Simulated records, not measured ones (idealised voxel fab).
process module | voxel gate over fins
cross-section cut | 205 nm wide | cells 5 nm
A cross-section is a grid of square cells, given in bands from the top down. A band is one or more rows of cells.
Each band's line starts with the height of the band's top and of its bottom, in nm. Then come its materials from left to right, each with its width in nm. One material with "throughout" fills the band from edge to edge. "air" is empty space.
Height 0 is the level under which the wafer as received is all one material. The lowest band goes on downwards, as in "0 down".
A width such as "30 to 40" changes by the same amount from each row of cells to the next, from the band's top row to its bottom row.
"no change" after a step means that no cell of the cross-section changed.
closed voids: empty space of 8 cells or more with no open way to the top, each as width x height at its distance from the left edge, in nm
after a step's settings: what the simulator itself notes on the step
overlay nm, on a step with a mask: how far to the right of its planned place the mask lay; to the left if negative
plan
1 op RECEIVE | material Si
2 op CONFORMAL_DEP | material SiN | thk nm 5
3 op MASKED_ETCH | tone cover | mask id FINS | width nm 15 | pitch nm 40 | etch materials SiN | depth nm 5 | overlay nm 0
4 op MASKED_ETCH | tone cover | mask id FINS | width nm 15 | pitch nm 40 | etch materials Si | depth nm 40 | overlay nm 0
5 op OXIDIZE | depth nm 5
6 op FILL_DEP | material SiO2 | thk nm 5
7 op CMP | height nm 5
8 op SELECTIVE_ETCH | etch materials SiO2 | depth nm 15
9 op STRIP | etch materials SiN
10 op CONFORMAL_DEP | material HfO2 | thk nm 5
11 op CONFORMAL_DEP | material TiN | thk nm 5
12 op FILL_DEP | material W | thk nm 15
13 op CMP | height nm 20
14 op CONFORMAL_DEP | material SiCN | thk nm 10
varied across the wafers: thk nm of step 2. The plan shows the first wafer's value. All wafers start alike
first wafer as received, after step 1
  0 down: Si throughout
  closed voids: none
each wafer at the end: cells of each material gained (+) or lost (-) since it was received, then its closed voids
thk nm 5 | +49 HfO2 | -351 Si | +82 SiCN | +273 SiO2 | +49 TiN | +144 W | closed voids: none
thk nm 10 | +41 HfO2 | +82 SiCN | +41 TiN | +82 W | closed voids: none
thk nm 15 | +41 HfO2 | +82 SiCN | +41 TiN | +82 W | closed voids: none
thk nm 20 | +41 HfO2 | +82 SiCN | +41 TiN | +82 W | closed voids: none
